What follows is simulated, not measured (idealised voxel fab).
Process module in this document: voxel wiring stack
The figure presents cross-section cut, which has a width of 225 nm and is divided into square cells with an edge length of 5 nm.
Square cells in a grid make up a cross-section in this document, and the grid is given as bands, listed from the top down, each one or more rows of cells. Top, bottom (nm), then materials left to right with widths (nm); lone material tagged "everywhere" fills the whole band edge to edge; "empty" = empty space. Height 0 is the level under which the wafer as received is all one material. The lowest band goes on downwards, as in "0 down". The two numbers in a width such as "30 to 40" mark its ends across the band: the first belongs to the top row of cells, the second to the bottom row, and from each row to the next the width moves by the same amount. What does "changes: none" mean for a step? It means no cell of the cross-section changed in that step. Enclosed voids (no open way to top), threshold 8 cells or more, entry "Closed empty spaces", notation width x height at distance, distance from left edge, nm. What comes after the settings on a step's line is commentary from the simulator itself on that step. The setting "overlay nm" may be written on the line of a step. When the step uses a mask, the value reports how far to the right of the planned place the mask lay, and a negative value reports that it lay to the left.
LISTED BELOW ARE THE PROCESS STEPS AS PLANNED
step 1: RECEIVE | material Si
step 2: CONFORMAL_DEP | material SiO2 | thk nm 15
step 3: CONFORMAL_DEP | material SiN | thk nm 5
step 4: DIRECTIONAL_DEP | material lowk | thk nm 25
step 5: MASKED_ETCH | tone open | mask id METAL_1 | width nm 20 | pitch nm 35 | etch materials lowk | depth nm 25 | overlay nm 0
step 6: MASKED_ETCH | tone open | mask id METAL_1 | width nm 20 | pitch nm 35 | etch materials SiN | depth nm 5 | overlay nm 0
step 7: CONFORMAL_DEP | material TiN | thk nm 5
step 8: FILL_DEP | material Cu | thk nm 5
step 9: CMP | height nm 45
step 10: CONFORMAL_DEP | material SiCN | thk nm 5
step 11: DIRECTIONAL_DEP | material lowk | thk nm 20
step 12: DIRECTIONAL_DEP | material aC | thk nm 15
step 13: PATTERN | tone open | mask id PLUG_1 | material resist | width nm 15 | pitch nm 35 | thk nm 35 | overlay nm 0
step 14: DIRECTIONAL_ETCH | etch materials aC | depth nm 15
step 15: STRIP | etch materials resist
step 16: DIRECTIONAL_ETCH | etch materials lowk | depth nm 20
step 17: DIRECTIONAL_ETCH | etch materials SiCN | depth nm 5
step 18: STRIP | etch materials aC
step 19: EPI | material Ru | thk nm 10
step 20: EPI | material Ru | thk nm 10
step 21: EPI | material Ru | thk nm 5
step 22: DIRECTIONAL_DEP | material TiN | thk nm 5
step 23: DIRECTIONAL_DEP | material W | thk nm 25
step 24: MASKED_ETCH | tone cover | mask id METAL_2 | width nm 20 | pitch nm 35 | etch materials W | depth nm 25 | overlay nm 0
step 25: MASKED_ETCH | tone cover | mask id METAL_2 | width nm 20 | pitch nm 35 | etch materials TiN | depth nm 5 | overlay nm 0
step 26: CONFORMAL_DEP | material SiCN | thk nm 5
step 27: FILL_DEP | material SiO2 | thk nm 10
step 28: CMP | height nm 100
step 29: CONFORMAL_DEP | material SiCN | thk nm 5
step 30: DIRECTIONAL_DEP | material SiO2 | thk nm 35
step 31: MASKED_ETCH | tone open | mask id METAL_3_HOLES | width nm 15 | pitch nm 35 | etch materials SiO2 | depth nm 35 | overlay nm 0
step 32: PATTERN | tone open | mask id METAL_3 | material resist | width nm 20 | pitch nm 35 | thk nm 15 | overlay nm 0
step 33: DIRECTIONAL_ETCH | etch materials SiO2 | depth nm 20
step 34: DIRECTIONAL_ETCH | etch materials SiCN | depth nm 5
step 35: STRIP | etch materials resist
step 36: CONFORMAL_DEP | material TiN | thk nm 5
step 37: FILL_DEP | material Cu | thk nm 5
step 38: CMP | height nm 140
step 39: CONFORMAL_DEP | material SiCN | thk nm 5
step 40: DIRECTIONAL_DEP | material lowk | thk nm 15
step 41: DIRECTIONAL_DEP | material aC | thk nm 10
step 42: PATTERN | tone open | mask id PLUG_3 | material resist | width nm 15 | pitch nm 35 | thk nm 30 | overlay nm 0
step 43: DIRECTIONAL_ETCH | etch materials aC | depth nm 10
step 44: STRIP | etch materials resist
step 45: DIRECTIONAL_ETCH | etch materials lowk | depth nm 15
step 46: DIRECTIONAL_ETCH | etch materials SiCN | depth nm 5
step 47: STRIP | etch materials aC
step 48: EPI | material Ru | thk nm 10
step 49: EPI | material Ru | thk nm 10
step 50: CONFORMAL_DEP | material SiCN | thk nm 5
step 51: DIRECTIONAL_DEP | material lowk | thk nm 20
step 52: PATTERN | tone open | mask id METAL_4 | material resist | width nm 20 | pitch nm 35 | thk nm 15 | overlay nm -15
step 53: DIRECTIONAL_ETCH | etch materials lowk | depth nm 20
step 54: DIRECTIONAL_ETCH | etch materials SiCN | depth nm 5
step 55: STRIP | etch materials resist
step 56: CONFORMAL_DEP | material TiN | thk nm 5
step 57: FILL_DEP | material Cu | thk nm 5
step 58: CMP | height nm 185
step 59: CONFORMAL_DEP | material SiN | thk nm 5
Among the wafers covered here, the point of difference is the overlay nm at step 52; their starting state is shared, and the plan presents the value of the first wafer.
AS-RECEIVED STATE AFTER STEP 1, FIRST OF SEVERAL WAFERS, CROSS-SECTION
* 0 down | Si everywhere
* Closed empty spaces: none
CROSS-SECTION OF THE FIRST OF SEVERAL WAFERS ONCE THE MODULE HAS RUN THROUGH ITS LAST STEP, STEP 59
* 190 to 185 | SiN everywhere
* 185 to 165 | lowk 35 nm, then TiN 5 nm, then Cu 10 nm, then TiN 5 nm, then lowk 15 nm, then TiN 5 nm, then Cu 10 nm, then TiN 5 nm, then lowk 15 nm, then TiN 5 nm, then Cu 10 nm, then TiN 5 nm, then lowk 15 nm, then TiN 5 nm, then Cu 10 nm, then TiN 5 nm, then lowk 65 nm
* 165 to 160 | SiCN 35 nm, then TiN 20 nm, then SiCN 15 nm, then TiN 20 nm, then SiCN 15 nm, then TiN 20 nm, then SiCN 15 nm, then TiN 20 nm, then SiCN 65 nm
* 160 to 145 | lowk 50 nm, then Ru 15 nm, then lowk 20 nm, then Ru 15 nm, then lowk 20 nm, then Ru 15 nm, then lowk 20 nm, then Ru 15 nm, then lowk 55 nm
* 145 to 140 | SiCN 50 nm, then Ru 15 nm, then SiCN 20 nm, then Ru 15 nm, then SiCN 20 nm, then Ru 15 nm, then SiCN 20 nm, then Ru 15 nm, then SiCN 55 nm
* 140 to 125 | SiO2 50 nm, then TiN 5 nm, then Cu 10 nm, then TiN 5 nm, then SiO2 15 nm, then TiN 5 nm, then Cu 10 nm, then TiN 5 nm, then SiO2 15 nm, then TiN 5 nm, then Cu 10 nm, then TiN 5 nm, then SiO2 15 nm, then TiN 5 nm, then Cu 10 nm, then TiN 5 nm, then SiO2 50 nm
* 125 to 120 | SiO2 50 nm, then TiN 5 nm, then Cu 5 nm, then TiN 10 nm, then SiO2 15 nm, then TiN 5 nm, then Cu 5 nm, then TiN 10 nm, then SiO2 15 nm, then TiN 5 nm, then Cu 5 nm, then TiN 10 nm, then SiO2 15 nm, then TiN 5 nm, then Cu 5 nm, then TiN 10 nm, then SiO2 50 nm
* 120 to 105 | SiO2 50 nm, then TiN 5 nm, then Cu 5 nm, then TiN 5 nm, then SiO2 20 nm, then TiN 5 nm, then Cu 5 nm, then TiN 5 nm, then SiO2 20 nm, then TiN 5 nm, then Cu 5 nm, then TiN 5 nm, then SiO2 20 nm, then TiN 5 nm, then Cu 5 nm, then TiN 5 nm, then SiO2 55 nm
* 105 to 100 | SiCN 50 nm, then TiN 15 nm, then SiCN 20 nm, then TiN 15 nm, then SiCN 20 nm, then TiN 15 nm, then SiCN 20 nm, then TiN 15 nm, then SiCN 55 nm
* 100 to 75 | SiO2 45 nm, then SiCN 5 nm, then W 20 nm, then SiCN 5 nm, then SiO2 5 nm, then SiCN 5 nm, then W 20 nm, then SiCN 5 nm, then SiO2 5 nm, then SiCN 5 nm, then W 20 nm, then SiCN 5 nm, then SiO2 5 nm, then SiCN 5 nm, then W 20 nm, then SiCN 5 nm, then SiO2 45 nm
* 75 to 70 | SiCN 50 nm, then TiN 20 nm, then SiCN 15 nm, then TiN 20 nm, then SiCN 15 nm, then TiN 20 nm, then SiCN 15 nm, then TiN 20 nm, then SiCN 50 nm
* 70 to 50 | lowk 50 nm, then Ru 15 nm, then lowk 20 nm, then Ru 15 nm, then lowk 20 nm, then Ru 15 nm, then lowk 20 nm, then Ru 15 nm, then lowk 55 nm
* 50 to 45 | SiCN 50 nm, then Ru 15 nm, then SiCN 20 nm, then Ru 15 nm, then SiCN 20 nm, then Ru 15 nm, then SiCN 20 nm, then Ru 15 nm, then SiCN 55 nm
* 45 to 20 | lowk 50 nm, then TiN 5 nm, then Cu 10 nm, then TiN 5 nm, then lowk 15 nm, then TiN 5 nm, then Cu 10 nm, then TiN 5 nm, then lowk 15 nm, then TiN 5 nm, then Cu 10 nm, then TiN 5 nm, then lowk 15 nm, then TiN 5 nm, then Cu 10 nm, then TiN 5 nm, then lowk 50 nm
* 20 to 15 | SiN 50 nm, then TiN 20 nm, then SiN 15 nm, then TiN 20 nm, then SiN 15 nm, then TiN 20 nm, then SiN 15 nm, then TiN 20 nm, then SiN 50 nm
* 15 to 0 | SiO2 everywhere
* 0 down | Si everywhere
* Closed empty spaces: none
MODULE END, FINAL WAFER: CROSS-SECTION
* 190 to 185 | SiN everywhere
* 185 to 165 | lowk 65 nm, then TiN 5 nm, then Cu 10 nm, then TiN 5 nm, then lowk 15 nm, then TiN 5 nm, then Cu 10 nm, then TiN 5 nm, then lowk 15 nm, then TiN 5 nm, then Cu 10 nm, then TiN 5 nm, then lowk 15 nm, then TiN 5 nm, then Cu 10 nm, then TiN 5 nm, then lowk 35 nm
* 165 to 160 | SiCN 65 nm, then TiN 20 nm, then SiCN 15 nm, then TiN 20 nm, then SiCN 15 nm, then TiN 20 nm, then SiCN 15 nm, then TiN 20 nm, then SiCN 35 nm
* 160 to 145 | lowk 50 nm, then Ru 15 nm, then lowk 20 nm, then Ru 15 nm, then lowk 20 nm, then Ru 15 nm, then lowk 20 nm, then Ru 15 nm, then lowk 55 nm
* 145 to 140 | SiCN 50 nm, then Ru 15 nm, then SiCN 20 nm, then Ru 15 nm, then SiCN 20 nm, then Ru 15 nm, then SiCN 20 nm, then Ru 15 nm, then SiCN 55 nm
* 140 to 125 | SiO2 50 nm, then TiN 5 nm, then Cu 10 nm, then TiN 5 nm, then SiO2 15 nm, then TiN 5 nm, then Cu 10 nm, then TiN 5 nm, then SiO2 15 nm, then TiN 5 nm, then Cu 10 nm, then TiN 5 nm, then SiO2 15 nm, then TiN 5 nm, then Cu 10 nm, then TiN 5 nm, then SiO2 50 nm
* 125 to 120 | SiO2 50 nm, then TiN 5 nm, then Cu 5 nm, then TiN 10 nm, then SiO2 15 nm, then TiN 5 nm, then Cu 5 nm, then TiN 10 nm, then SiO2 15 nm, then TiN 5 nm, then Cu 5 nm, then TiN 10 nm, then SiO2 15 nm, then TiN 5 nm, then Cu 5 nm, then TiN 10 nm, then SiO2 50 nm
* 120 to 105 | SiO2 50 nm, then TiN 5 nm, then Cu 5 nm, then TiN 5 nm, then SiO2 20 nm, then TiN 5 nm, then Cu 5 nm, then TiN 5 nm, then SiO2 20 nm, then TiN 5 nm, then Cu 5 nm, then TiN 5 nm, then SiO2 20 nm, then TiN 5 nm, then Cu 5 nm, then TiN 5 nm, then SiO2 55 nm
* 105 to 100 | SiCN 50 nm, then TiN 15 nm, then SiCN 20 nm, then TiN 15 nm, then SiCN 20 nm, then TiN 15 nm, then SiCN 20 nm, then TiN 15 nm, then SiCN 55 nm
* 100 to 75 | SiO2 45 nm, then SiCN 5 nm, then W 20 nm, then SiCN 5 nm, then SiO2 5 nm, then SiCN 5 nm, then W 20 nm, then SiCN 5 nm, then SiO2 5 nm, then SiCN 5 nm, then W 20 nm, then SiCN 5 nm, then SiO2 5 nm, then SiCN 5 nm, then W 20 nm, then SiCN 5 nm, then SiO2 45 nm
* 75 to 70 | SiCN 50 nm, then TiN 20 nm, then SiCN 15 nm, then TiN 20 nm, then SiCN 15 nm, then TiN 20 nm, then SiCN 15 nm, then TiN 20 nm, then SiCN 50 nm
* 70 to 50 | lowk 50 nm, then Ru 15 nm, then lowk 20 nm, then Ru 15 nm, then lowk 20 nm, then Ru 15 nm, then lowk 20 nm, then Ru 15 nm, then lowk 55 nm
* 50 to 45 | SiCN 50 nm, then Ru 15 nm, then SiCN 20 nm, then Ru 15 nm, then SiCN 20 nm, then Ru 15 nm, then SiCN 20 nm, then Ru 15 nm, then SiCN 55 nm
* 45 to 20 | lowk 50 nm, then TiN 5 nm, then Cu 10 nm, then TiN 5 nm, then lowk 15 nm, then TiN 5 nm, then Cu 10 nm, then TiN 5 nm, then lowk 15 nm, then TiN 5 nm, then Cu 10 nm, then TiN 5 nm, then lowk 15 nm, then TiN 5 nm, then Cu 10 nm, then TiN 5 nm, then lowk 50 nm
* 20 to 15 | SiN 50 nm, then TiN 20 nm, then SiN 15 nm, then TiN 20 nm, then SiN 15 nm, then TiN 20 nm, then SiN 15 nm, then TiN 20 nm, then SiN 50 nm
* 15 to 0 | SiO2 everywhere
* 0 down | Si everywhere
* Closed empty spaces: none
FOR YOUR REFERENCE, THE TABLE IS ORGANIZED WITH A ROW PER WAFER; EACH ROW REFLECTS THE WAFER AT THE END OF THE MODULE, INDICATING FOR EACH MATERIAL THE CELLS GAINED (+) OR LOST (-) SINCE RECEIPT, AND THEREAFTER ITS CLOSED VOIDS
overlay nm -15 | +112 Cu | +108 Ru | +197 SiCN | +74 SiN | +455 SiO2 | +192 TiN | +80 W | +492 lowk | Closed empty spaces: none
overlay nm -10 | +112 Cu | +108 Ru | +197 SiCN | +74 SiN | +455 SiO2 | +192 TiN | +80 W | +492 lowk | Closed empty spaces: none
overlay nm -5 | +112 Cu | +108 Ru | +197 SiCN | +74 SiN | +455 SiO2 | +192 TiN | +80 W | +492 lowk | Closed empty spaces: none
overlay nm 0 | +112 Cu | +108 Ru | +197 SiCN | +74 SiN | +455 SiO2 | +192 TiN | +80 W | +492 lowk | Closed empty spaces: none
overlay nm 5 | +112 Cu | +108 Ru | +197 SiCN | +74 SiN | +455 SiO2 | +192 TiN | +80 W | +492 lowk | Closed empty spaces: none
overlay nm 10 | +112 Cu | +108 Ru | +197 SiCN | +74 SiN | +455 SiO2 | +192 TiN | +80 W | +492 lowk | Closed empty spaces: none
overlay nm 15 | +112 Cu | +108 Ru | +197 SiCN | +74 SiN | +455 SiO2 | +192 TiN | +80 W | +492 lowk | Closed empty spaces: none
